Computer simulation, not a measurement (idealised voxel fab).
Presented below is a process module, voxel transistor to metal.
It is cross-section cut that appears here, measuring 210 nm in width, its square cells being 5 nm in size.
A cross-section in this document is a grid of square cells, and it is written down as bands, the top band listed before the ones below it; a band is made up of one or more rows of cells. Heads up on the band format: heights come first, top then bottom, in nm. After that it's the materials left to right, each with its width in nm. A single material flagged "all across" fills the whole band edge to edge, and "empty" means there's empty space there. It should be noted that heights are counted from 0, beneath which the wafer as supplied is of one material throughout, and that the lowest band possesses no lower boundary but continues downward, as written in "from 0 down". Graded width ("30..40"): value in top row of band = first number; value in bottom row = second number; row-to-row change constant. You'll sometimes find "remains unaltered" written for a step, and that's the way of saying that nowhere in the cross-section did a cell change during that step. "Enclosed void list" enumerates empty spaces isolated from the top, with no open way to it, that contain at least 8 cells, giving each as width x height at distance from the left edge, all three in nm. That trailing text on a step's line, after the settings, is the simulator's own remark on the step. Regarding "overlay nm": on a step with a mask, it is the distance the mask lay to the right of its planned place; a negative value places it to the left.

Here's what the planned process steps look like:
1: RECEIVE with material Si
2: OXIDIZE with depth nm 5
3: CONFORMAL_DEP with material SiN, thk nm 10
4: DIRECTIONAL_DEP with material aC, thk nm 10
5: PATTERN with tone cover, mask id ACTIVE, material resist, width nm 85, thk nm 30, overlay nm 0
6: DIRECTIONAL_ETCH with etch materials aC, depth nm 10
7: STRIP with etch materials resist
8: DIRECTIONAL_ETCH with etch materials SiN, depth nm 10
9: DIRECTIONAL_ETCH with etch materials SiO2, depth nm 5
10: DIRECTIONAL_ETCH with etch materials Si, depth nm 25
11: STRIP with etch materials aC
12: OXIDIZE with depth nm 5
13: FILL_DEP with material SiO2, thk nm 15
14: CMP with height nm 10
15: SELECTIVE_ETCH with etch materials SiO2, depth nm 5
16: STRIP with etch materials SiN
17: SELECTIVE_ETCH with etch materials SiO2, depth nm 5
18: OXIDIZE with depth nm 5
19: DIRECTIONAL_DEP with material polySi, thk nm 25
20: DIRECTIONAL_DEP with material SiCN, thk nm 10
21: DIRECTIONAL_DEP with material aC, thk nm 15
22: PATTERN with tone cover, mask id GATE, material resist, width nm 15, thk nm 35, overlay nm 0
23: DIRECTIONAL_ETCH with etch materials aC, depth nm 15
24: STRIP with etch materials resist
25: DIRECTIONAL_ETCH with etch materials SiCN, depth nm 20
26: DIRECTIONAL_ETCH with etch materials polySi, depth nm 35
27: STRIP with etch materials aC
28: CONFORMAL_DEP with material SiO2, thk nm 5
29: DIRECTIONAL_ETCH with etch materials SiO2, depth nm 5
30: CONFORMAL_DEP with material SiN, thk nm 5
31: DIRECTIONAL_ETCH with etch materials SiN, depth nm 5
32: DIRECTIONAL_ETCH with etch materials SiO2, depth nm 5
33: EPI with material pSi, thk nm 5
34: FILL_DEP with material SiO2, thk nm 10
35: CMP with height nm 30
36: DIRECTIONAL_DEP with material SiO2, thk nm 15
37: PATTERN with tone open, mask id CONTACT, material resist, width nm 25, pitch nm 50, thk nm 20, overlay nm 0
38: DIRECTIONAL_ETCH with etch materials SiO2, depth nm 50
39: STRIP with etch materials resist
40: CONFORMAL_DEP with material TiN, thk nm 5
41: FILL_DEP with material W, thk nm 5
42: CMP with height nm 45
43: CONFORMAL_DEP with material SiN, thk nm 5
44: DIRECTIONAL_DEP with material lowk, thk nm 25
45: DIRECTIONAL_DEP with material aC, thk nm 10
46: PATTERN with tone open, mask id METAL_1, material resist, width nm 15, pitch nm 60, thk nm 25, overlay nm 0
47: DIRECTIONAL_ETCH with etch materials aC, depth nm 10
48: STRIP with etch materials resist
49: DIRECTIONAL_ETCH with etch materials lowk, depth nm 25
50: DIRECTIONAL_ETCH with etch materials SiN, depth nm 5
51: STRIP with etch materials aC
52: CONFORMAL_DEP with material TiN, thk nm 5
53: FILL_DEP with material W, thk nm 10
54: CMP with height nm 75
55: CONFORMAL_DEP with material SiCN, thk nm 5
56: DIRECTIONAL_DEP with material lowk, thk nm 35
57: PATTERN with tone open, mask id METAL_2, material resist, width nm 15, pitch nm 60, thk nm 20, overlay nm 0
58: DIRECTIONAL_ETCH with etch materials lowk, depth nm 20
59: STRIP with etch materials resist
60: PATTERN with tone open, mask id METAL_2_HOLES, material resist, width nm 15, pitch nm 60, thk nm 15, overlay nm 0
61: DIRECTIONAL_ETCH with etch materials lowk, depth nm 15
62: DIRECTIONAL_ETCH with etch materials SiCN, depth nm 5
63: STRIP with etch materials resist
64: CONFORMAL_DEP with material TiN, thk nm 5
65: FILL_DEP with material Cu, thk nm 5
66: CMP with height nm 115
67: CONFORMAL_DEP with material SiN, thk nm 5

First wafer out of two, processed as planned:

The cross-section here shows the wafer as received, i.e. in its state after step 1:
- from 0 down: Si all across
- Enclosed void list: none

Cross-sectional representation of the wafer at the conclusion of step 2:
- from 0 to -5: SiO2 all across
- Lower than -5, everything is as it was.

Cross-sectional representation of the wafer at the conclusion of step 3:
- from 10 to 0: SiN all across
- Lower than 0, everything is as it was.

Cross-sectional representation of the wafer at the conclusion of step 4:
- from 20 to 10: aC all across
- Lower than 10, everything is as it was.

Cross-sectional representation of the wafer at the conclusion of step 5:
- from 50 to 20: 60 nm empty, then 85 nm resist, then 65 nm empty
- Lower than 20, everything is as it was.

Cross-sectional representation of the wafer at the conclusion of step 6:
- from 40 to 20: 60 nm empty, then 85 nm resist, then 65 nm empty
- from 20 to 10: 60 nm empty, then 85 nm aC, then 65 nm empty
- Lower than 10, everything is as it was.

Cross-sectional representation of the wafer at the conclusion of step 7:
- from 20 to 10: 60 nm empty, then 85 nm aC, then 65 nm empty
- Lower than 10, everything is as it was.

Cross-sectional representation of the wafer at the conclusion of step 8:
- from 20 to 10: 60 nm empty, then 85 nm aC, then 65 nm empty
- from 10 to 0: 60 nm empty, then 85 nm SiN, then 65 nm empty
- Lower than 0, everything is as it was.

Cross-sectional representation of the wafer at the conclusion of step 9:
- from 20 to 10: 60 nm empty, then 85 nm aC, then 65 nm empty
- from 10 to 0: 60 nm empty, then 85 nm SiN, then 65 nm empty
- from 0 to -5: 60 nm empty, then 85 nm SiO2, then 65 nm empty
- Lower than -5, everything is as it was.

Cross-sectional representation of the wafer at the conclusion of step 10:
- from 20 to 10: 60 nm empty, then 85 nm aC, then 65 nm empty
- from 10 to 0: 60 nm empty, then 85 nm SiN, then 65 nm empty
- from 0 to -5: 60 nm empty, then 85 nm SiO2, then 65 nm empty
- from -5 to -30: 60 nm empty, then 85 nm Si, then 65 nm empty
- Lower than -30, everything is as it was.

Cross-sectional representation of the wafer at the conclusion of step 11:
- from 10 to 0: 60 nm empty, then 85 nm SiN, then 65 nm empty
- Lower than 0, everything is as it was.

Cross-sectional representation of the wafer at the conclusion of step 12:
- from 10 to 0: 60 nm empty, then 85 nm SiN, then 65 nm empty
- from 0 to -5: 60 nm empty, then 85 nm SiO2, then 65 nm empty
- from -5 to -30: 60 nm empty, then 5 nm SiO2, then 75 nm Si, then 5 nm SiO2, then 65 nm empty
- from -30 to -35: 65 nm SiO2, then 75 nm Si, then 70 nm SiO2
- Lower than -35, everything is as it was.

Cross-sectional representation of the wafer at the conclusion of step 13:
- from 25 to 10: SiO2 all across
- from 10 to 0: 60 nm SiO2, then 85 nm SiN, then 65 nm SiO2
- from 0 to -5: SiO2 all across
- from -5 to -35: 65 nm SiO2, then 75 nm Si, then 70 nm SiO2
- Lower than -35, everything is as it was.

Cross-sectional representation of the wafer at the conclusion of step 14:
- from 10 to 0: 60 nm SiO2, then 85 nm SiN, then 65 nm SiO2
- Lower than 0, everything is as it was.

Cross-sectional representation of the wafer at the conclusion of step 15:
- from 10 to 5: 60 nm empty, then 85 nm SiN, then 65 nm empty
- Lower than 5, everything is as it was.

Cross-sectional representation of the wafer at the conclusion of step 16:
- from 5 to 0: 60 nm SiO2, then 85 nm empty, then 65 nm SiO2
- Lower than 0, everything is as it was.

Cross-sectional representation of the wafer at the conclusion of step 17:
- from 0 to -5: 55 nm SiO2, then 95 nm empty, then 60 nm SiO2
- Lower than -5, everything is as it was.

Cross-sectional representation of the wafer at the conclusion of step 18:
- from 0 to -5: 55 nm SiO2, then 95 nm empty, then 60 nm SiO2
- from -5 to -10: SiO2 all across
- Lower than -10, everything is as it was.

Cross-sectional representation of the wafer at the conclusion of step 19:
- from 25 to 20: 55 nm polySi, then 95 nm empty, then 60 nm polySi
- from 20 to 0: polySi all across
- from 0 to -5: 55 nm SiO2, then 95 nm polySi, then 60 nm SiO2
- Lower than -5, everything is as it was.

Cross-sectional representation of the wafer at the conclusion of step 20:
- from 35 to 30: 55 nm SiCN, then 95 nm empty, then 60 nm SiCN
- from 30 to 25: SiCN all across
- from 25 to 20: 55 nm polySi, then 95 nm SiCN, then 60 nm polySi
- Lower than 20, everything is as it was.

Cross-sectional representation of the wafer at the conclusion of step 21:
- from 50 to 45: 55 nm aC, then 95 nm empty, then 60 nm aC
- from 45 to 35: aC all across
- from 35 to 30: 55 nm SiCN, then 95 nm aC, then 60 nm SiCN
- Lower than 30, everything is as it was.

Cross-sectional representation of the wafer at the conclusion of step 22:
- from 85 to 50: 95 nm empty, then 15 nm resist, then 100 nm empty
- from 50 to 45: 55 nm aC, then 40 nm empty, then 15 nm resist, then 40 nm empty, then 60 nm aC
- Lower than 45, everything is as it was.

Cross-sectional representation of the wafer at the conclusion of step 23:
- from 70 to 45: 95 nm empty, then 15 nm resist, then 100 nm empty
- from 45 to 35: 95 nm empty, then 15 nm aC, then 100 nm empty
- from 35 to 30: 55 nm SiCN, then 40 nm empty, then 15 nm aC, then 40 nm empty, then 60 nm SiCN
- Lower than 30, everything is as it was.

Cross-sectional representation of the wafer at the conclusion of step 24:
- from 45 to 35: 95 nm empty, then 15 nm aC, then 100 nm empty
- Lower than 35, everything is as it was.

Cross-sectional representation of the wafer at the conclusion of step 25:
- from 45 to 30: 95 nm empty, then 15 nm aC, then 100 nm empty
- from 30 to 25: 95 nm empty, then 15 nm SiCN, then 100 nm empty
- from 25 to 20: 55 nm polySi, then 40 nm empty, then 15 nm SiCN, then 40 nm empty, then 60 nm polySi
- Lower than 20, everything is as it was.

Cross-sectional representation of the wafer at the conclusion of step 26:
- from 45 to 30: 95 nm empty, then 15 nm aC, then 100 nm empty
- from 30 to 20: 95 nm empty, then 15 nm SiCN, then 100 nm empty
- from 20 to 0: 95 nm empty, then 15 nm polySi, then 100 nm empty
- from 0 to -5: 55 nm SiO2, then 40 nm empty, then 15 nm polySi, then 40 nm empty, then 60 nm SiO2
- Lower than -5, everything is as it was.

Cross-sectional representation of the wafer at the conclusion of step 27:
- from 30 to 20: 95 nm empty, then 15 nm SiCN, then 100 nm empty
- Lower than 20, everything is as it was.

Cross-sectional representation of the wafer at the conclusion of step 28:
- from 35 to 30: 90 nm empty, then 25 nm SiO2, then 95 nm empty
- from 30 to 20: 90 nm empty, then 5 nm SiO2, then 15 nm SiCN, then 5 nm SiO2, then 95 nm empty
- from 20 to 5: 90 nm empty, then 5 nm SiO2, then 15 nm polySi, then 5 nm SiO2, then 95 nm empty
- from 5 to 0: 60 nm SiO2, then 30 nm empty, then 5 nm SiO2, then 15 nm polySi, then 5 nm SiO2, then 30 nm empty, then 65 nm SiO2
- from 0 to -5: 95 nm SiO2, then 15 nm polySi, then 100 nm SiO2
- Lower than -5, everything is as it was.

Cross-sectional representation of the wafer at the conclusion of step 29:
- from 30 to 20: 90 nm empty, then 5 nm SiO2, then 15 nm SiCN, then 5 nm SiO2, then 95 nm empty
- from 20 to 0: 90 nm empty, then 5 nm SiO2, then 15 nm polySi, then 5 nm SiO2, then 95 nm empty
- from 0 to -5: 60 nm SiO2, then 30 nm empty, then 5 nm SiO2, then 15 nm polySi, then 5 nm SiO2, then 30 nm empty, then 65 nm SiO2
- Lower than -5, everything is as it was.

Cross-sectional representation of the wafer at the conclusion of step 30:
- from 35 to 30: 85 nm empty, then 35 nm SiN, then 90 nm empty
- from 30 to 20: 85 nm empty, then 5 nm SiN, then 5 nm SiO2, then 15 nm SiCN, then 5 nm SiO2, then 5 nm SiN, then 90 nm empty
- from 20 to 5: 85 nm empty, then 5 nm SiN, then 5 nm SiO2, then 15 nm polySi, then 5 nm SiO2, then 5 nm SiN, then 90 nm empty
- from 5 to 0: 65 nm SiN, then 20 nm empty, then 5 nm SiN, then 5 nm SiO2, then 15 nm polySi, then 5 nm SiO2, then 5 nm SiN, then 20 nm empty, then 70 nm SiN
- from 0 to -5: 60 nm SiO2, then 30 nm SiN, then 5 nm SiO2, then 15 nm polySi, then 5 nm SiO2, then 30 nm SiN, then 65 nm SiO2
- Lower than -5, everything is as it was.

Cross-sectional representation of the wafer at the conclusion of step 31:
- from 30 to 20: 85 nm empty, then 5 nm SiN, then 5 nm SiO2, then 15 nm SiCN, then 5 nm SiO2, then 5 nm SiN, then 90 nm empty
- from 20 to 0: 85 nm empty, then 5 nm SiN, then 5 nm SiO2, then 15 nm polySi, then 5 nm SiO2, then 5 nm SiN, then 90 nm empty
- from 0 to -5: 60 nm SiO2, then 5 nm SiN, then 20 nm empty, then 5 nm SiN, then 5 nm SiO2, then 15 nm polySi, then 5 nm SiO2, then 5 nm SiN, then 20 nm empty, then 5 nm SiN, then 65 nm SiO2
- Lower than -5, everything is as it was.

Cross-sectional representation of the wafer at the conclusion of step 32:
- from 30 to 25: 85 nm empty, then 5 nm SiN, then 5 nm empty, then 15 nm SiCN, then 5 nm empty, then 5 nm SiN, then 90 nm empty
- from 25 to 20: 85 nm empty, then 5 nm SiN, then 5 nm SiO2, then 15 nm SiCN, then 5 nm SiO2, then 5 nm SiN, then 90 nm empty
- from 20 to 0: 85 nm empty, then 5 nm SiN, then 5 nm SiO2, then 15 nm polySi, then 5 nm SiO2, then 5 nm SiN, then 90 nm empty
- from 0 to -5: 60 nm empty, then 5 nm SiN, then 20 nm empty, then 5 nm SiN, then 5 nm SiO2, then 15 nm polySi, then 5 nm SiO2, then 5 nm SiN, then 20 nm empty, then 5 nm SiN, then 65 nm empty
- from -5 to -10: 65 nm SiO2, then 20 nm empty, then 35 nm SiO2, then 20 nm empty, then 70 nm SiO2
- Lower than -10, everything is as it was.

Cross-sectional representation of the wafer at the conclusion of step 33:
- from 30 to 25: 85 nm empty, then 5 nm SiN, then 5 nm empty, then 15 nm SiCN, then 5 nm empty, then 5 nm SiN, then 90 nm empty
- from 25 to 20: 85 nm empty, then 5 nm SiN, then 5 nm SiO2, then 15 nm SiCN, then 5 nm SiO2, then 5 nm SiN, then 90 nm empty
- from 20 to 0: 85 nm empty, then 5 nm SiN, then 5 nm SiO2, then 15 nm polySi, then 5 nm SiO2, then 5 nm SiN, then 90 nm empty
- from 0 to -5: 60 nm empty, then 5 nm SiN, then 20 nm empty, then 5 nm SiN, then 5 nm SiO2, then 15 nm polySi, then 5 nm SiO2, then 5 nm SiN, then 20 nm empty, then 5 nm SiN, then 65 nm empty
- from -5 to -10: 65 nm SiO2, then 20 nm pSi, then 35 nm SiO2, then 20 nm pSi, then 70 nm SiO2
- Lower than -10, everything is as it was.

Cross-sectional representation of the wafer at the conclusion of step 34:
- from 40 to 30: SiO2 all across
- from 30 to 20: 85 nm SiO2, then 5 nm SiN, then 5 nm SiO2, then 15 nm SiCN, then 5 nm SiO2, then 5 nm SiN, then 90 nm SiO2
- from 20 to 0: 85 nm SiO2, then 5 nm SiN, then 5 nm SiO2, then 15 nm polySi, then 5 nm SiO2, then 5 nm SiN, then 90 nm SiO2
- from 0 to -5: 60 nm SiO2, then 5 nm SiN, then 20 nm SiO2, then 5 nm SiN, then 5 nm SiO2, then 15 nm polySi, then 5 nm SiO2, then 5 nm SiN, then 20 nm SiO2, then 5 nm SiN, then 65 nm SiO2
- Lower than -5, everything is as it was.

Cross-sectional representation of the wafer at the conclusion of step 35:
- from 30 to 20: 85 nm SiO2, then 5 nm SiN, then 5 nm SiO2, then 15 nm SiCN, then 5 nm SiO2, then 5 nm SiN, then 90 nm SiO2
- Lower than 20, everything is as it was.

Cross-sectional representation of the wafer at the conclusion of step 36:
- from 45 to 30: SiO2 all across
- Lower than 30, everything is as it was.

Cross-sectional representation of the wafer at the conclusion of step 37:
- from 65 to 45: 65 nm resist, then 25 nm empty, then 25 nm resist, then 25 nm empty, then 70 nm resist
- Lower than 45, everything is as it was.

Cross-sectional representation of the wafer at the conclusion of step 38:
- from 65 to 45: 65 nm resist, then 25 nm empty, then 25 nm resist, then 25 nm empty, then 70 nm resist
- from 45 to 30: 65 nm SiO2, then 25 nm empty, then 25 nm SiO2, then 25 nm empty, then 70 nm SiO2
- from 30 to 20: 65 nm SiO2, then 20 nm empty, then 5 nm SiN, then 5 nm SiO2, then 15 nm SiCN, then 5 nm SiO2, then 5 nm SiN, then 20 nm empty, then 70 nm SiO2
- from 20 to 0: 65 nm SiO2, then 20 nm empty, then 5 nm SiN, then 5 nm SiO2, then 15 nm polySi, then 5 nm SiO2, then 5 nm SiN, then 20 nm empty, then 70 nm SiO2
- from 0 to -5: 60 nm SiO2, then 5 nm SiN, then 20 nm empty, then 5 nm SiN, then 5 nm SiO2, then 15 nm polySi, then 5 nm SiO2, then 5 nm SiN, then 20 nm empty, then 5 nm SiN, then 65 nm SiO2
- Lower than -5, everything is as it was.

Cross-sectional representation of the wafer at the conclusion of step 39:
- from 45 to 30: 65 nm SiO2, then 25 nm empty, then 25 nm SiO2, then 25 nm empty, then 70 nm SiO2
- Lower than 30, everything is as it was.

Cross-sectional representation of the wafer at the conclusion of step 40:
- from 50 to 45: 70 nm TiN, then 15 nm empty, then 35 nm TiN, then 15 nm empty, then 75 nm TiN
- from 45 to 35: 65 nm SiO2, then 5 nm TiN, then 15 nm empty, then 5 nm TiN, then 25 nm SiO2, then 5 nm TiN, then 15 nm empty, then 5 nm TiN, then 70 nm SiO2
- from 35 to 30: 65 nm SiO2, then 5 nm TiN, then 10 nm empty, then 10 nm TiN, then 25 nm SiO2, then 10 nm TiN, then 10 nm empty, then 5 nm TiN, then 70 nm SiO2
- from 30 to 20: 65 nm SiO2, then 5 nm TiN, then 10 nm empty, then 5 nm TiN, then 5 nm SiN, then 5 nm SiO2, then 15 nm SiCN, then 5 nm SiO2, then 5 nm SiN, then 5 nm TiN, then 10 nm empty, then 5 nm TiN, then 70 nm SiO2
- from 20 to 0: 65 nm SiO2, then 5 nm TiN, then 10 nm empty, then 5 nm TiN, then 5 nm SiN, then 5 nm SiO2, then 15 nm polySi, then 5 nm SiO2, then 5 nm SiN, then 5 nm TiN, then 10 nm empty, then 5 nm TiN, then 70 nm SiO2
- from 0 to -5: 60 nm SiO2, then 5 nm SiN, then 20 nm TiN, then 5 nm SiN, then 5 nm SiO2, then 15 nm polySi, then 5 nm SiO2, then 5 nm SiN, then 20 nm TiN, then 5 nm SiN, then 65 nm SiO2
- Lower than -5, everything is as it was.

Cross-sectional representation of the wafer at the conclusion of step 41:
- from 55 to 50: W all across
- from 50 to 45: 70 nm TiN, then 15 nm W, then 35 nm TiN, then 15 nm W, then 75 nm TiN
- from 45 to 35: 65 nm SiO2, then 5 nm TiN, then 15 nm W, then 5 nm TiN, then 25 nm SiO2, then 5 nm TiN, then 15 nm W, then 5 nm TiN, then 70 nm SiO2
- from 35 to 30: 65 nm SiO2, then 5 nm TiN, then 10 nm W, then 10 nm TiN, then 25 nm SiO2, then 10 nm TiN, then 10 nm W, then 5 nm TiN, then 70 nm SiO2
- from 30 to 20: 65 nm SiO2, then 5 nm TiN, then 10 nm W, then 5 nm TiN, then 5 nm SiN, then 5 nm SiO2, then 15 nm SiCN, then 5 nm SiO2, then 5 nm SiN, then 5 nm TiN, then 10 nm W, then 5 nm TiN, then 70 nm SiO2
- from 20 to 0: 65 nm SiO2, then 5 nm TiN, then 10 nm W, then 5 nm TiN, then 5 nm SiN, then 5 nm SiO2, then 15 nm polySi, then 5 nm SiO2, then 5 nm SiN, then 5 nm TiN, then 10 nm W, then 5 nm TiN, then 70 nm SiO2
- Lower than 0, everything is as it was.

Cross-sectional representation of the wafer at the conclusion of step 42:
- from 45 to 35: 65 nm SiO2, then 5 nm TiN, then 15 nm W, then 5 nm TiN, then 25 nm SiO2, then 5 nm TiN, then 15 nm W, then 5 nm TiN, then 70 nm SiO2
- Lower than 35, everything is as it was.

Cross-sectional representation of the wafer at the conclusion of step 43:
- from 50 to 45: SiN all across
- Lower than 45, everything is as it was.

Cross-sectional representation of the wafer at the conclusion of step 44:
- from 75 to 50: lowk all across
- Lower than 50, everything is as it was.

Cross-sectional representation of the wafer at the conclusion of step 45:
- from 85 to 75: aC all across
- Lower than 75, everything is as it was.

Cross-sectional representation of the wafer at the conclusion of step 46:
- from 110 to 85: 65 nm resist, then 15 nm empty, then 45 nm resist, then 15 nm empty, then 70 nm resist
- Lower than 85, everything is as it was.

Cross-sectional representation of the wafer at the conclusion of step 47:
- from 100 to 85: 65 nm resist, then 15 nm empty, then 45 nm resist, then 15 nm empty, then 70 nm resist
- from 85 to 75: 65 nm aC, then 15 nm empty, then 45 nm aC, then 15 nm empty, then 70 nm aC
- Lower than 75, everything is as it was.

Cross-sectional representation of the wafer at the conclusion of step 48:
- from 85 to 75: 65 nm aC, then 15 nm empty, then 45 nm aC, then 15 nm empty, then 70 nm aC
- Lower than 75, everything is as it was.

Cross-sectional representation of the wafer at the conclusion of step 49:
- from 85 to 75: 65 nm aC, then 15 nm empty, then 45 nm aC, then 15 nm empty, then 70 nm aC
- from 75 to 50: 65 nm lowk, then 15 nm empty, then 45 nm lowk, then 15 nm empty, then 70 nm lowk
- Lower than 50, everything is as it was.

Cross-sectional representation of the wafer at the conclusion of step 50:
- from 85 to 75: 65 nm aC, then 15 nm empty, then 45 nm aC, then 15 nm empty, then 70 nm aC
- from 75 to 50: 65 nm lowk, then 15 nm empty, then 45 nm lowk, then 15 nm empty, then 70 nm lowk
- from 50 to 45: 65 nm SiN, then 15 nm empty, then 45 nm SiN, then 15 nm empty, then 70 nm SiN
- Lower than 45, everything is as it was.

Cross-sectional representation of the wafer at the conclusion of step 51:
- from 75 to 50: 65 nm lowk, then 15 nm empty, then 45 nm lowk, then 15 nm empty, then 70 nm lowk
- Lower than 50, everything is as it was.

Cross-sectional representation of the wafer at the conclusion of step 52:
- from 80 to 75: 70 nm TiN, then 5 nm empty, then 55 nm TiN, then 5 nm empty, then 75 nm TiN
- from 75 to 50: 65 nm lowk, then 5 nm TiN, then 5 nm empty, then 5 nm TiN, then 45 nm lowk, then 5 nm TiN, then 5 nm empty, then 5 nm TiN, then 70 nm lowk
- from 50 to 45: 65 nm SiN, then 15 nm TiN, then 45 nm SiN, then 15 nm TiN, then 70 nm SiN
- Lower than 45, everything is as it was.

Cross-sectional representation of the wafer at the conclusion of step 53:
- from 90 to 80: W all across
- from 80 to 75: 70 nm TiN, then 5 nm W, then 55 nm TiN, then 5 nm W, then 75 nm TiN
- from 75 to 50: 65 nm lowk, then 5 nm TiN, then 5 nm W, then 5 nm TiN, then 45 nm lowk, then 5 nm TiN, then 5 nm W, then 5 nm TiN, then 70 nm lowk
- Lower than 50, everything is as it was.

Cross-sectional representation of the wafer at the conclusion of step 54:
- from 75 to 50: 65 nm lowk, then 5 nm TiN, then 5 nm W, then 5 nm TiN, then 45 nm lowk, then 5 nm TiN, then 5 nm W, then 5 nm TiN, then 70 nm lowk
- Lower than 50, everything is as it was.

Cross-sectional representation of the wafer at the conclusion of step 55:
- from 80 to 75: SiCN all across
- Lower than 75, everything is as it was.

Cross-sectional representation of the wafer at the conclusion of step 56:
- from 115 to 80: lowk all across
- Lower than 80, everything is as it was.

Cross-sectional representation of the wafer at the conclusion of step 57:
- from 135 to 115: 65 nm resist, then 15 nm empty, then 45 nm resist, then 15 nm empty, then 70 nm resist
- Lower than 115, everything is as it was.

Cross-sectional representation of the wafer at the conclusion of step 58:
- from 135 to 115: 65 nm resist, then 15 nm empty, then 45 nm resist, then 15 nm empty, then 70 nm resist
- from 115 to 95: 65 nm lowk, then 15 nm empty, then 45 nm lowk, then 15 nm empty, then 70 nm lowk
- Lower than 95, everything is as it was.

Cross-sectional representation of the wafer at the conclusion of step 59:
- from 115 to 95: 65 nm lowk, then 15 nm empty, then 45 nm lowk, then 15 nm empty, then 70 nm lowk
- Lower than 95, everything is as it was.

Cross-sectional representation of the wafer at the conclusion of step 60:
- from 130 to 115: 65 nm resist, then 15 nm empty, then 45 nm resist, then 15 nm empty, then 70 nm resist
- Lower than 115, everything is as it was.

Cross-sectional representation of the wafer at the conclusion of step 61:
- from 130 to 115: 65 nm resist, then 15 nm empty, then 45 nm resist, then 15 nm empty, then 70 nm resist
- from 115 to 80: 65 nm lowk, then 15 nm empty, then 45 nm lowk, then 15 nm empty, then 70 nm lowk
- Lower than 80, everything is as it was.

Cross-sectional representation of the wafer at the conclusion of step 62:
- from 130 to 115: 65 nm resist, then 15 nm empty, then 45 nm resist, then 15 nm empty, then 70 nm resist
- from 115 to 80: 65 nm lowk, then 15 nm empty, then 45 nm lowk, then 15 nm empty, then 70 nm lowk
- from 80 to 75: 65 nm SiCN, then 15 nm empty, then 45 nm SiCN, then 15 nm empty, then 70 nm SiCN
- Lower than 75, everything is as it was.

Cross-sectional representation of the wafer at the conclusion of step 63:
- from 115 to 80: 65 nm lowk, then 15 nm empty, then 45 nm lowk, then 15 nm empty, then 70 nm lowk
- Lower than 80, everything is as it was.

Cross-sectional representation of the wafer at the conclusion of step 64:
- from 120 to 115: 70 nm TiN, then 5 nm empty, then 55 nm TiN, then 5 nm empty, then 75 nm TiN
- from 115 to 80: 65 nm lowk, then 5 nm TiN, then 5 nm empty, then 5 nm TiN, then 45 nm lowk, then 5 nm TiN, then 5 nm empty, then 5 nm TiN, then 70 nm lowk
- from 80 to 75: 65 nm SiCN, then 15 nm TiN, then 45 nm SiCN, then 15 nm TiN, then 70 nm SiCN
- Lower than 75, everything is as it was.

Cross-sectional representation of the wafer at the conclusion of step 65:
- from 125 to 120: Cu all across
- from 120 to 115: 70 nm TiN, then 5 nm Cu, then 55 nm TiN, then 5 nm Cu, then 75 nm TiN
- from 115 to 80: 65 nm lowk, then 5 nm TiN, then 5 nm Cu, then 5 nm TiN, then 45 nm lowk, then 5 nm TiN, then 5 nm Cu, then 5 nm TiN, then 70 nm lowk
- Lower than 80, everything is as it was.

Cross-sectional representation of the wafer at the conclusion of step 66:
- from 115 to 80: 65 nm lowk, then 5 nm TiN, then 5 nm Cu, then 5 nm TiN, then 45 nm lowk, then 5 nm TiN, then 5 nm Cu, then 5 nm TiN, then 70 nm lowk
- Lower than 80, everything is as it was.

Cross-sectional representation of the wafer at the conclusion of step 67:
- from 120 to 115: SiN all across
- Lower than 115, everything is as it was.

Here the second wafer is described. Its start and its plan were those of the first wafer. Its run contained one mistake. Up to and including step 55, it did exactly what the first wafer did:

Second wafer, cut view, end of step 56 per plan:
- from 150 to 80: lowk all across
- Lower than 80, everything is as it was.

Second wafer, cut view, end of step 57 per plan:
- from 170 to 150: 65 nm resist, then 15 nm empty, then 45 nm resist, then 15 nm empty, then 70 nm resist
- Lower than 150, everything is as it was.

Second wafer, cut view, end of step 58 per plan:
- from 170 to 150: 65 nm resist, then 15 nm empty, then 45 nm resist, then 15 nm empty, then 70 nm resist
- from 150 to 130: 65 nm lowk, then 15 nm empty, then 45 nm lowk, then 15 nm empty, then 70 nm lowk
- Lower than 130, everything is as it was.

Second wafer, cut view, end of step 59 per plan:
- from 150 to 130: 65 nm lowk, then 15 nm empty, then 45 nm lowk, then 15 nm empty, then 70 nm lowk
- Lower than 130, everything is as it was.

Second wafer, cut view, end of step 60 per plan:
- from 165 to 150: 65 nm resist, then 15 nm empty, then 45 nm resist, then 15 nm empty, then 70 nm resist
- Lower than 150, everything is as it was.

Second wafer, cut view, end of step 61 per plan:
- from 165 to 150: 65 nm resist, then 15 nm empty, then 45 nm resist, then 15 nm empty, then 70 nm resist
- from 150 to 115: 65 nm lowk, then 15 nm empty, then 45 nm lowk, then 15 nm empty, then 70 nm lowk
- Lower than 115, everything is as it was.

Second wafer, cut view, end of step 62 per plan: remains unaltered

Second wafer, cut view, end of step 63 per plan:
- from 150 to 115: 65 nm lowk, then 15 nm empty, then 45 nm lowk, then 15 nm empty, then 70 nm lowk
- Lower than 115, everything is as it was.

Second wafer, cut view, end of step 64 per plan:
- from 155 to 150: 70 nm TiN, then 5 nm empty, then 55 nm TiN, then 5 nm empty, then 75 nm TiN
- from 150 to 120: 65 nm lowk, then 5 nm TiN, then 5 nm empty, then 5 nm TiN, then 45 nm lowk, then 5 nm TiN, then 5 nm empty, then 5 nm TiN, then 70 nm lowk
- from 120 to 115: 65 nm lowk, then 15 nm TiN, then 45 nm lowk, then 15 nm TiN, then 70 nm lowk
- Lower than 115, everything is as it was.

Second wafer, cut view, end of step 65 per plan:
- from 160 to 155: Cu all across
- from 155 to 150: 70 nm TiN, then 5 nm Cu, then 55 nm TiN, then 5 nm Cu, then 75 nm TiN
- from 150 to 120: 65 nm lowk, then 5 nm TiN, then 5 nm Cu, then 5 nm TiN, then 45 nm lowk, then 5 nm TiN, then 5 nm Cu, then 5 nm TiN, then 70 nm lowk
- Lower than 120, everything is as it was.

Second wafer, cut view, end of step 66 per plan:
- from 115 to 80: lowk all across
- Lower than 80, everything is as it was.

Second wafer, cut view, end of step 67 per plan:
- from 120 to 115: SiN all across
- Lower than 115, everything is as it was.
What broke from the plan during processing? yeah, plan step 56 got run twice
The second wafer ends with more or fewer cells of some materials than the first, per final count: 14 fewer of Cu, 6 more of SiCN, 34 fewer of TiN, 42 more of lowk
